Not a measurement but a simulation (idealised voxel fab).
The document below concerns the process module designated voxel wiring stack.
The cross-section shown here is cut; it is 275 nm wide and divided into square cells measuring 5 nm on a side.
Cross-section = grid of square cells, listed top down in bands; band = one or more rows.
Band: top height; bottom height; in nm. Then, left to right: material with width in nm, for each material. "throughout": a single material spanning edge to edge. "blank": empty space.
Ref level 0: as-received wafer is one material below here. Bottom band extends down with no lower bound ("0 nm and below").
The expression "30..40" gives the width at the extremes of the band, the first number at its top row of cells and the second at its bottom row, with the width changing by equal amounts from each row to the next in between.
The cross-section has no changed cell in any step marked "no change".
"Enclosed cavities": empty spaces of 8 cells or more with no open way to the top, each given as width x height at distance, distance from the left edge, all in nm.
Text after the settings on a step's line: the simulator's own remark on that step.
overlay nm, on a step with a mask: how far to the right of its planned place the mask lay; to the left if negative
Steps in the process plan:
step 1: RECEIVE | material Si
step 2: CONFORMAL_DEP | material SiO2 | thk nm 10
step 3: CONFORMAL_DEP | material SiN | thk nm 5
step 4: DIRECTIONAL_DEP | material SiO2 | thk nm 15
step 5: DIRECTIONAL_DEP | material aC | thk nm 10
step 6: PATTERN | tone open | mask id METAL_1 | material resist | width nm 20 | pitch nm 40 | thk nm 25 | overlay nm 0
step 7: DIRECTIONAL_ETCH | etch materials aC | depth nm 10
step 8: STRIP | etch materials resist
step 9: DIRECTIONAL_ETCH | etch materials SiO2 | depth nm 15
step 10: DIRECTIONAL_ETCH | etch materials SiN | depth nm 5
step 11: STRIP | etch materials aC
step 12: CONFORMAL_DEP | material TiN | thk nm 5
step 13: FILL_DEP | material Cu | thk nm 5
step 14: CMP | height nm 30
step 15: CONFORMAL_DEP | material SiCN | thk nm 5
step 16: DIRECTIONAL_DEP | material SiO2 | thk nm 20
step 17: MASKED_ETCH | tone open | mask id PLUG_1 | width nm 15 | pitch nm 40 | etch materials SiO2 | depth nm 20 | overlay nm 0
step 18: MASKED_ETCH | tone open | mask id PLUG_1 | width nm 15 | pitch nm 40 | etch materials SiCN | depth nm 5 | overlay nm 0
step 19: EPI | material Ru | thk nm 10
step 20: EPI | material Ru | thk nm 10
step 21: EPI | material Ru | thk nm 5
step 22: CONFORMAL_DEP | material SiN | thk nm 5
step 23: DIRECTIONAL_DEP | material SiO2 | thk nm 20
step 24: DIRECTIONAL_DEP | material aC | thk nm 10
step 25: PATTERN | tone open | mask id METAL_2 | material resist | width nm 20 | pitch nm 40 | thk nm 25 | overlay nm 0
step 26: DIRECTIONAL_ETCH | etch materials aC | depth nm 10
step 27: STRIP | etch materials resist
step 28: DIRECTIONAL_ETCH | etch materials SiO2 | depth nm 20
step 29: DIRECTIONAL_ETCH | etch materials SiN | depth nm 5
step 30: STRIP | etch materials aC
step 31: CONFORMAL_DEP | material TiN | thk nm 5
step 32: FILL_DEP | material Ru | thk nm 10
step 33: CMP | height nm 80
step 34: CONFORMAL_DEP | material SiCN | thk nm 5
step 35: DIRECTIONAL_DEP | material lowk | thk nm 20
step 36: DIRECTIONAL_DEP | material aC | thk nm 15
step 37: PATTERN | tone open | mask id PLUG_2 | material resist | width nm 15 | pitch nm 40 | thk nm 30 | overlay nm 0
step 38: DIRECTIONAL_ETCH | etch materials aC | depth nm 15
step 39: STRIP | etch materials resist
step 40: DIRECTIONAL_ETCH | etch materials lowk | depth nm 20
step 41: DIRECTIONAL_ETCH | etch materials SiCN | depth nm 5
step 42: STRIP | etch materials aC
step 43: CONFORMAL_DEP | material TiN | thk nm 5
step 44: FILL_DEP | material W | thk nm 10
step 45: CMP | height nm 105
step 46: DIRECTIONAL_DEP | material TiN | thk nm 5
step 47: DIRECTIONAL_DEP | material W | thk nm 15
step 48: MASKED_ETCH | tone cover | mask id METAL_3 | width nm 20 | pitch nm 40 | etch materials W | depth nm 15 | overlay nm 0
step 49: MASKED_ETCH | tone cover | mask id METAL_3 | width nm 20 | pitch nm 40 | etch materials TiN | depth nm 5 | overlay nm 0
step 50: FILL_DEP | material lowk | thk nm 5
step 51: CMP | height nm 125
step 52: CONFORMAL_DEP | material SiCN | thk nm 5
Cross-section, incoming material, after step 1:
    0 nm and below = Si throughout
    Enclosed cavities: none
This is how the wafer looks in cross-section once the module is done, given the starting state and plan above and one mistake in carrying the plan out:
    130 nm to 125 nm = SiCN throughout
    125 nm to 110 nm = lowk=65  W=20  lowk=20  W=20  lowk=20  W=20  lowk=20  W=20  lowk=70
    110 nm to 105 nm = lowk=65  TiN=20  lowk=20  TiN=20  lowk=20  TiN=20  lowk=20  TiN=20  lowk=70
    105 nm to 85 nm = lowk=65  TiN=5  W=5  TiN=5  lowk=25  TiN=5  W=5  TiN=5  lowk=25  TiN=5  W=5  TiN=5  lowk=25  TiN=5  W=5  TiN=5  lowk=75
    85 nm to 80 nm = SiCN=65  TiN=15  SiCN=25  TiN=15  SiCN=25  TiN=15  SiCN=25  TiN=15  SiCN=75
    80 nm to 60 nm = SiO2=65  TiN=5  Ru=10  TiN=5  SiO2=20  TiN=5  Ru=10  TiN=5  SiO2=20  TiN=5  Ru=10  TiN=5  SiO2=20  TiN=5  Ru=10  TiN=5  SiO2=70
    60 nm to 55 nm = SiN=65  TiN=20  SiN=20  TiN=20  SiN=20  TiN=20  SiN=20  TiN=20  SiN=70
    55 nm to 35 nm = SiO2=65  Ru=15  SiO2=25  Ru=15  SiO2=25  Ru=15  SiO2=25  Ru=15  SiO2=75
    35 nm to 30 nm = SiCN=65  Ru=15  SiCN=25  Ru=15  SiCN=25  Ru=15  SiCN=25  Ru=15  SiCN=75
    30 nm to 15 nm = SiO2=75  TiN=5  Cu=10  TiN=5  SiO2=20  TiN=5  Cu=10  TiN=5  SiO2=20  TiN=5  Cu=10  TiN=5  SiO2=20  TiN=5  Cu=10  TiN=5  SiO2=60
    15 nm to 10 nm = SiN=75  TiN=20  SiN=20  TiN=20  SiN=20  TiN=20  SiN=20  TiN=20  SiN=60
    10 nm to 0 nm = SiO2 throughout
    0 nm and below = Si throughout
    Enclosed cavities: none
Which mistake was made when the wafer was run? step 6 changed vs plan, executed as PATTERN | tone open | mask id METAL_1 | material resist | width nm 20 | pitch nm 40 | thk nm 25 | overlay nm 10
